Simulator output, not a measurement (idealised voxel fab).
Module name: voxel ribs on slabs (process module)
Cross-sectional view cut (width: 175 nm; square cell size: 5 nm).
Cross-section spec: square-cell grid; bands listed top down; each band is one or more rows. First you get the band's top height and its bottom height, in nm, and then the materials it's made of, left to right, with each width in nm. If you see a single material with "all across", that one covers the band edge to edge. "air" is empty space. Where do heights start? At 0: under that level the wafer as delivered is made of one material only. And the lowest band has no floor; it just carries on downward, as in "0..down". With a width like "30..40", each row of cells in the band differs from the next by the same amount, the top row carrying the first number and the bottom row the second. Key: "nothing got changed" - step with no changed cell in the cross-section. Completely sealed voids: empty space of 8 cells or more with no open way to the top, each as width x height at its distance from the left edge, in nm. Formally, on a step line, whatever follows the settings is a remark that the simulator itself makes on the step. overlay nm: on a step with a mask, how far right of its planned place the mask lay; negative means left.

**List of planned process steps**
1: RECEIVE | material Si
2: DIRECTIONAL_DEP | material SiO2 | thk nm 30
3: DIRECTIONAL_DEP | material SiN | thk nm 20
4: MASKED_ETCH | tone cover | mask id RIB | width nm 25 | etch materials SiN | depth nm 5 | overlay nm 0
5: PATTERN | tone cover | mask id SLAB | material resist | width nm 85 | thk nm 15 | overlay nm 0
6: DIRECTIONAL_ETCH | etch materials SiN | depth nm 15
7: STRIP | etch materials resist
8: FILL_DEP | material SiO2 | thk nm 20
9: CMP | height nm 60
10: DIRECTIONAL_DEP | material W | thk nm 5
11: DIRECTIONAL_DEP | material aC | thk nm 10
12: PATTERN | tone cover | mask id HEATER | material resist | width nm 35 | thk nm 30 | overlay nm 0
13: DIRECTIONAL_ETCH | etch materials aC | depth nm 10
14: STRIP | etch materials resist
15: DIRECTIONAL_ETCH | etch materials W | depth nm 5
16: STRIP | etch materials aC
17: CONFORMAL_DEP | material SiN | thk nm 5

**First of two wafers, processed according to plan**

**Cross-section of the wafer at receipt, which is the condition after step 1**
  0..down = Si all across
  Completely sealed voids: none

**Once step 2 is through, the wafer looks like this in cross-section**
  30..0 = SiO2 all across
  Below 0, the layers are the same as they were.

**Once step 3 is through, the wafer looks like this in cross-section**
  50..30 = SiN all across
  Below 30, the layers are the same as they were.

**Once step 4 is through, the wafer looks like this in cross-section**
  50..45 = 75 air | 25 SiN | 75 air
  Below 45, the layers are the same as they were.

**Once step 5 is through, the wafer looks like this in cross-section**
  65..50 = 45 air | 85 resist | 45 air
  50..45 = 45 air | 30 resist | 25 SiN | 30 resist | 45 air
  Below 45, the layers are the same as they were.

**Once step 6 is through, the wafer looks like this in cross-section**
  65..50 = 45 air | 85 resist | 45 air
  50..45 = 45 air | 30 resist | 25 SiN | 30 resist | 45 air
  45..30 = 45 air | 85 SiN | 45 air
  Below 30, the layers are the same as they were.

**Once step 7 is through, the wafer looks like this in cross-section**
  50..45 = 75 air | 25 SiN | 75 air
  Below 45, the layers are the same as they were.

**Once step 8 is through, the wafer looks like this in cross-section**
  70..50 = SiO2 all across
  50..45 = 75 SiO2 | 25 SiN | 75 SiO2
  45..30 = 45 SiO2 | 85 SiN | 45 SiO2
  Below 30, the layers are the same as they were.

**Once step 9 is through, the wafer looks like this in cross-section**
  60..50 = SiO2 all across
  Below 50, the layers are the same as they were.

**Once step 10 is through, the wafer looks like this in cross-section**
  65..60 = W all across
  Below 60, the layers are the same as they were.

**Once step 11 is through, the wafer looks like this in cross-section**
  75..65 = aC all across
  Below 65, the layers are the same as they were.

**Once step 12 is through, the wafer looks like this in cross-section**
  105..75 = 70 air | 35 resist | 70 air
  Below 75, the layers are the same as they were.

**Once step 13 is through, the wafer looks like this in cross-section**
  95..75 = 70 air | 35 resist | 70 air
  75..65 = 70 air | 35 aC | 70 air
  Below 65, the layers are the same as they were.

**Once step 14 is through, the wafer looks like this in cross-section**
  75..65 = 70 air | 35 aC | 70 air
  Below 65, the layers are the same as they were.

**Once step 15 is through, the wafer looks like this in cross-section**
  75..65 = 70 air | 35 aC | 70 air
  65..60 = 70 air | 35 W | 70 air
  Below 60, the layers are the same as they were.

**Once step 16 is through, the wafer looks like this in cross-section**
  65..60 = 70 air | 35 W | 70 air
  Below 60, the layers are the same as they were.

**Once step 17 is through, the wafer looks like this in cross-section**
  70..65 = 65 air | 45 SiN | 65 air
  65..60 = 70 SiN | 35 W | 70 SiN
  Below 60, the layers are the same as they were.

**Wafer two of two - same starting point, same process plan, one mistake in execution; matches wafer one up to and including step 9**

**X-section, second wafer, when step 10 was due to finish**
  65..50 = SiO2 all across
  Below 50, the layers are the same as they were.

**X-section, second wafer, when step 11 was due to finish**
  75..65 = aC all across
  Below 65, the layers are the same as they were.

**X-section, second wafer, when step 12 was due to finish**
  105..75 = 70 air | 35 resist | 70 air
  Below 75, the layers are the same as they were.

**X-section, second wafer, when step 13 was due to finish**
  95..75 = 70 air | 35 resist | 70 air
  75..65 = 70 air | 35 aC | 70 air
  Below 65, the layers are the same as they were.

**X-section, second wafer, when step 14 was due to finish**
  75..65 = 70 air | 35 aC | 70 air
  Below 65, the layers are the same as they were.

X-section, second wafer, when step 15 was due to finish: nothing got changed

**X-section, second wafer, when step 16 was due to finish**
  65..50 = SiO2 all across
  Below 50, the layers are the same as they were.

**X-section, second wafer, when step 17 was due to finish**
  70..65 = SiN all across
  Below 65, the layers are the same as they were.
Deviation from plan: step 10 deviated from plan and actually ran as DIRECTIONAL_DEP | material SiO2 | thk nm 5
End of process, cell counts, second wafer against first, materials with more or fewer: SiN -2, SiO2 +35, W -7
